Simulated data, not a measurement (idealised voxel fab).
Process module under the name voxel self aligned vias
Cross-section cut: width 285 nm, square cells of 5 nm.
Cross-section, as written here: a square-cell grid given band by band from the top down, where a band holds one or more rows of cells.
Look at the band entry: it leads with the top's height and the bottom's height in nm. Then it lists the materials left to right, with a width in nm for each. The word "all across" on a single material says that material fills the band edge to edge. The word "blank" is empty space.
Heights from 0 (as-received wafer is one material below). Bottom band endless downward, as "0 down".
Note: "30 to 40" means the width goes from the first number (top row of the band) to the second number (bottom row) in equal steps per row of cells.
It should be understood that the words "no change occurred", when stated for a given step, signify that the cross-section underwent no change in any of its cells during that step.
"Enclosed voids" - sealed voids, min. 8 cells, no opening to top; format: width x height at distance (distance from left edge; nm throughout).
The remark found on a step's line after its settings is issued by the simulator itself and pertains to that step.
You can add "overlay nm" to a step's line. For a step with a mask, it describes how far the mask lay to the right of its planned position, and a negative number describes a lay to the left.

### Steps planned for the process
1,RECEIVE with material Si
2,CONFORMAL_DEP with material SiO2, thk nm 10
3,CONFORMAL_DEP with material SiCN, thk nm 5
4,DIRECTIONAL_DEP with material lowk, thk nm 30
5,MASKED_ETCH with tone open, mask id LINES, width nm 30, pitch nm 75, etch materials lowk, depth nm 30, overlay nm 0
6,CONFORMAL_DEP with material TiN, thk nm 5
7,FILL_DEP with material Ru, thk nm 5
8,CMP with height nm 45
9,SELECTIVE_ETCH with etch materials W Ru TiN, depth nm 5
10,FILL_DEP with material SiN, thk nm 5
11,CMP with height nm 45
12,DIRECTIONAL_DEP with material lowk, thk nm 20
13,MASKED_ETCH with tone open, mask id VIAS, width nm 50, pitch nm 75, etch materials lowk, depth nm 20, overlay nm 0
14,MASKED_ETCH with tone open, mask id VIAS, width nm 50, pitch nm 75, etch materials SiN, depth nm 5, overlay nm 0
15,CONFORMAL_DEP with material TiN, thk nm 5
16,FILL_DEP with material Cu, thk nm 5
17,CMP with height nm 65
18,CONFORMAL_DEP with material SiCN, thk nm 5

### First of two wafers, with the run carried out as planned

### The cross-section here shows the wafer as received, i.e. in its state after step 1
    0 down  Si all across
    Enclosed voids: none

### Upon completion of step 2, the wafer appears in cross-section as shown
    10 to 0  SiO2 all across
    All layers under 0 are left as they were.

### Upon completion of step 3, the wafer appears in cross-section as shown
    15 to 10  SiCN all across
    All layers under 10 are left as they were.

### Upon completion of step 4, the wafer appears in cross-section as shown
    45 to 15  lowk all across
    All layers under 15 are left as they were.

### Upon completion of step 5, the wafer appears in cross-section as shown
    45 to 15  lowk: 90 | blank: 30 | lowk: 45 | blank: 30 | lowk: 90
    All layers under 15 are left as they were.

### Upon completion of step 6, the wafer appears in cross-section as shown
    50 to 45  TiN: 95 | blank: 20 | TiN: 55 | blank: 20 | TiN: 95
    45 to 20  lowk: 90 | TiN: 5 | blank: 20 | TiN: 5 | lowk: 45 | TiN: 5 | blank: 20 | TiN: 5 | lowk: 90
    20 to 15  lowk: 90 | TiN: 30 | lowk: 45 | TiN: 30 | lowk: 90
    All layers under 15 are left as they were.

### Upon completion of step 7, the wafer appears in cross-section as shown
    55 to 50  Ru all across
    50 to 45  TiN: 95 | Ru: 20 | TiN: 55 | Ru: 20 | TiN: 95
    45 to 20  lowk: 90 | TiN: 5 | Ru: 20 | TiN: 5 | lowk: 45 | TiN: 5 | Ru: 20 | TiN: 5 | lowk: 90
    All layers under 20 are left as they were.

### Upon completion of step 8, the wafer appears in cross-section as shown
    45 to 20  lowk: 90 | TiN: 5 | Ru: 20 | TiN: 5 | lowk: 45 | TiN: 5 | Ru: 20 | TiN: 5 | lowk: 90
    All layers under 20 are left as they were.

### Upon completion of step 9, the wafer appears in cross-section as shown
    45 to 40  lowk: 90 | blank: 30 | lowk: 45 | blank: 30 | lowk: 90
    All layers under 40 are left as they were.

### Upon completion of step 10, the wafer appears in cross-section as shown
    50 to 45  SiN all across
    45 to 40  lowk: 90 | SiN: 30 | lowk: 45 | SiN: 30 | lowk: 90
    All layers under 40 are left as they were.

### Upon completion of step 11, the wafer appears in cross-section as shown
    45 to 40  lowk: 90 | SiN: 30 | lowk: 45 | SiN: 30 | lowk: 90
    All layers under 40 are left as they were.

### Upon completion of step 12, the wafer appears in cross-section as shown
    65 to 45  lowk all across
    All layers under 45 are left as they were.

### Upon completion of step 13, the wafer appears in cross-section as shown
    65 to 45  lowk: 80 | blank: 50 | lowk: 25 | blank: 50 | lowk: 80
    All layers under 45 are left as they were.

### Upon completion of step 14, the wafer appears in cross-section as shown
    65 to 45  lowk: 80 | blank: 50 | lowk: 25 | blank: 50 | lowk: 80
    45 to 40  lowk: 90 | blank: 30 | lowk: 45 | blank: 30 | lowk: 90
    All layers under 40 are left as they were.

### Upon completion of step 15, the wafer appears in cross-section as shown
    70 to 65  TiN: 85 | blank: 40 | TiN: 35 | blank: 40 | TiN: 85
    65 to 50  lowk: 80 | TiN: 5 | blank: 40 | TiN: 5 | lowk: 25 | TiN: 5 | blank: 40 | TiN: 5 | lowk: 80
    50 to 45  lowk: 80 | TiN: 15 | blank: 20 | TiN: 15 | lowk: 25 | TiN: 15 | blank: 20 | TiN: 15 | lowk: 80
    45 to 40  lowk: 90 | TiN: 30 | lowk: 45 | TiN: 30 | lowk: 90
    All layers under 40 are left as they were.

### Upon completion of step 16, the wafer appears in cross-section as shown
    75 to 70  Cu all across
    70 to 65  TiN: 85 | Cu: 40 | TiN: 35 | Cu: 40 | TiN: 85
    65 to 50  lowk: 80 | TiN: 5 | Cu: 40 | TiN: 5 | lowk: 25 | TiN: 5 | Cu: 40 | TiN: 5 | lowk: 80
    50 to 45  lowk: 80 | TiN: 15 | Cu: 20 | TiN: 15 | lowk: 25 | TiN: 15 | Cu: 20 | TiN: 15 | lowk: 80
    All layers under 45 are left as they were.

### Upon completion of step 17, the wafer appears in cross-section as shown
    65 to 50  lowk: 80 | TiN: 5 | Cu: 40 | TiN: 5 | lowk: 25 | TiN: 5 | Cu: 40 | TiN: 5 | lowk: 80
    All layers under 50 are left as they were.

### Upon completion of step 18, the wafer appears in cross-section as shown
    70 to 65  SiCN all across
    All layers under 65 are left as they were.

### Wafer two of two - same starting point, same process plan, one mistake in execution; matches wafer one up to and including step 4

### Planned end of step 5: second wafer, cross-section
    45 to 15  lowk: 95 | blank: 20 | lowk: 55 | blank: 20 | lowk: 95
    All layers under 15 are left as they were.

### Planned end of step 6: second wafer, cross-section
    50 to 45  TiN: 100 | blank: 10 | TiN: 65 | blank: 10 | TiN: 100
    45 to 20  lowk: 95 | TiN: 5 | blank: 10 | TiN: 5 | lowk: 55 | TiN: 5 | blank: 10 | TiN: 5 | lowk: 95
    20 to 15  lowk: 95 | TiN: 20 | lowk: 55 | TiN: 20 | lowk: 95
    All layers under 15 are left as they were.

### Planned end of step 7: second wafer, cross-section
    55 to 50  Ru all across
    50 to 45  TiN: 100 | Ru: 10 | TiN: 65 | Ru: 10 | TiN: 100
    45 to 20  lowk: 95 | TiN: 5 | Ru: 10 | TiN: 5 | lowk: 55 | TiN: 5 | Ru: 10 | TiN: 5 | lowk: 95
    All layers under 20 are left as they were.

### Planned end of step 8: second wafer, cross-section
    45 to 20  lowk: 95 | TiN: 5 | Ru: 10 | TiN: 5 | lowk: 55 | TiN: 5 | Ru: 10 | TiN: 5 | lowk: 95
    All layers under 20 are left as they were.

### Planned end of step 9: second wafer, cross-section
    45 to 40  lowk: 95 | blank: 20 | lowk: 55 | blank: 20 | lowk: 95
    All layers under 40 are left as they were.

### Planned end of step 10: second wafer, cross-section
    50 to 45  SiN all across
    45 to 40  lowk: 95 | SiN: 20 | lowk: 55 | SiN: 20 | lowk: 95
    All layers under 40 are left as they were.

### Planned end of step 11: second wafer, cross-section
    45 to 40  lowk: 95 | SiN: 20 | lowk: 55 | SiN: 20 | lowk: 95
    All layers under 40 are left as they were.

### Planned end of step 12: second wafer, cross-section
    65 to 45  lowk all across
    All layers under 45 are left as they were.

### Planned end of step 13: second wafer, cross-section
    65 to 45  lowk: 80 | blank: 50 | lowk: 25 | blank: 50 | lowk: 80
    All layers under 45 are left as they were.

### Planned end of step 14: second wafer, cross-section
    65 to 45  lowk: 80 | blank: 50 | lowk: 25 | blank: 50 | lowk: 80
    45 to 40  lowk: 95 | blank: 20 | lowk: 55 | blank: 20 | lowk: 95
    All layers under 40 are left as they were.

### Planned end of step 15: second wafer, cross-section
    70 to 65  TiN: 85 | blank: 40 | TiN: 35 | blank: 40 | TiN: 85
    65 to 50  lowk: 80 | TiN: 5 | blank: 40 | TiN: 5 | lowk: 25 | TiN: 5 | blank: 40 | TiN: 5 | lowk: 80
    50 to 45  lowk: 80 | TiN: 20 | blank: 10 | TiN: 20 | lowk: 25 | TiN: 20 | blank: 10 | TiN: 20 | lowk: 80
    45 to 40  lowk: 95 | TiN: 20 | lowk: 55 | TiN: 20 | lowk: 95
    All layers under 40 are left as they were.

### Planned end of step 16: second wafer, cross-section
    75 to 70  Cu all across
    70 to 65  TiN: 85 | Cu: 40 | TiN: 35 | Cu: 40 | TiN: 85
    65 to 50  lowk: 80 | TiN: 5 | Cu: 40 | TiN: 5 | lowk: 25 | TiN: 5 | Cu: 40 | TiN: 5 | lowk: 80
    50 to 45  lowk: 80 | TiN: 20 | Cu: 10 | TiN: 20 | lowk: 25 | TiN: 20 | Cu: 10 | TiN: 20 | lowk: 80
    All layers under 45 are left as they were.

### Planned end of step 17: second wafer, cross-section
    65 to 50  lowk: 80 | TiN: 5 | Cu: 40 | TiN: 5 | lowk: 25 | TiN: 5 | Cu: 40 | TiN: 5 | lowk: 80
    All layers under 50 are left as they were.

### Planned end of step 18: second wafer, cross-section
    70 to 65  SiCN all across
    All layers under 65 are left as they were.
Want to know what went wrong? heads up, step 5 didn't go per plan, it actually ran as MASKED_ETCH with tone open, mask id LINES, width nm 20, pitch nm 75, etch materials lowk, depth nm 30, overlay nm 0
Final difference in cells, second wafer against first, listed per material as more or fewer: Cu -4; Ru -16; TiN -4; lowk +24
